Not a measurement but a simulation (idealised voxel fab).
A process module follows: voxel double patterning.
Square cell edge 5 nm, section width 160 nm, ID cut.
We lay out every cross-section as a grid of square cells and spell it out in bands from the top down, where one band means one or more rows of cells. Quick guide to a band line: top height, bottom height (nm) up front; then every material left to right with its width in nm. Only one material and it's marked "throughout"? Then it fills the band edge to edge. And "air" just means empty space. Convention: height 0 is the level below which the wafer, as received, is all one material. The lowest band does not terminate at the bottom but continues downward, represented as "0 down". The expression "30->40" gives the width at the extremes of the band, the first number at its top row of cells and the second at its bottom row, with the width changing by equal amounts from each row to the next in between. "all unchanged" (step): cross-section cells unchanged, all of them. Each empty space that has no open way to the top and spans at least 8 cells appears under "Catalogued sealed voids" as width x height at distance, the distance counted from the left edge, all in nm. Where a step's line continues beyond its settings, the continuation is a remark by the simulator itself on that step. overlay nm: mask offset rightward from planned place, masked step; negative means leftward offset.

So here's the lineup of process steps we planned
- 1: op RECEIVE | material Si
- 2: op CONFORMAL_DEP | material SiO2 | thk nm 10
- 3: op DIRECTIONAL_DEP | material W | thk nm 10
- 4: op DIRECTIONAL_DEP | material SiCN | thk nm 5
- 5: op DIRECTIONAL_DEP | material aC | thk nm 15
- 6: op PATTERN | tone open | mask id FIRST | material resist | width nm 15 | pitch nm 50 | thk nm 30 | overlay nm 0
- 7: op DIRECTIONAL_ETCH | etch materials aC | depth nm 15
- 8: op STRIP | etch materials resist
- 9: op DIRECTIONAL_ETCH | etch materials SiCN | depth nm 5
- 10: op STRIP | etch materials aC
- 11: op DIRECTIONAL_DEP | material aC | thk nm 10
- 12: op PATTERN | tone open | mask id SECOND | material resist | width nm 15 | pitch nm 50 | thk nm 30 | overlay nm 0
- 13: op DIRECTIONAL_ETCH | etch materials aC | depth nm 10
- 14: op STRIP | etch materials resist
- 15: op DIRECTIONAL_ETCH | etch materials SiCN | depth nm 5
- 16: op STRIP | etch materials aC
- 17: op DIRECTIONAL_ETCH | etch materials W | depth nm 10
- 18: op STRIP | etch materials SiCN

Here's what the wafer looked like in cross-section when it arrived - that's after step 1
	0 down = Si throughout
	Catalogued sealed voids: none

The module was run from the start shown above using the plan shown above, but one mistake was made doing it; the resulting wafer cross-section is below
	20 to 10 = 20 W; 15 air; 5 W; 15 air; 15 W; 15 air; 5 W; 15 air; 15 W; 15 air; 25 W
	10 to 0 = SiO2 throughout
	0 down = Si throughout
	Catalogued sealed voids: none
Finding, execution versus plan: note that step 12 departed from the planned setting and was carried out as op PATTERN | tone open | mask id SECOND | material resist | width nm 15 | pitch nm 50 | thk nm 30 | overlay nm -5
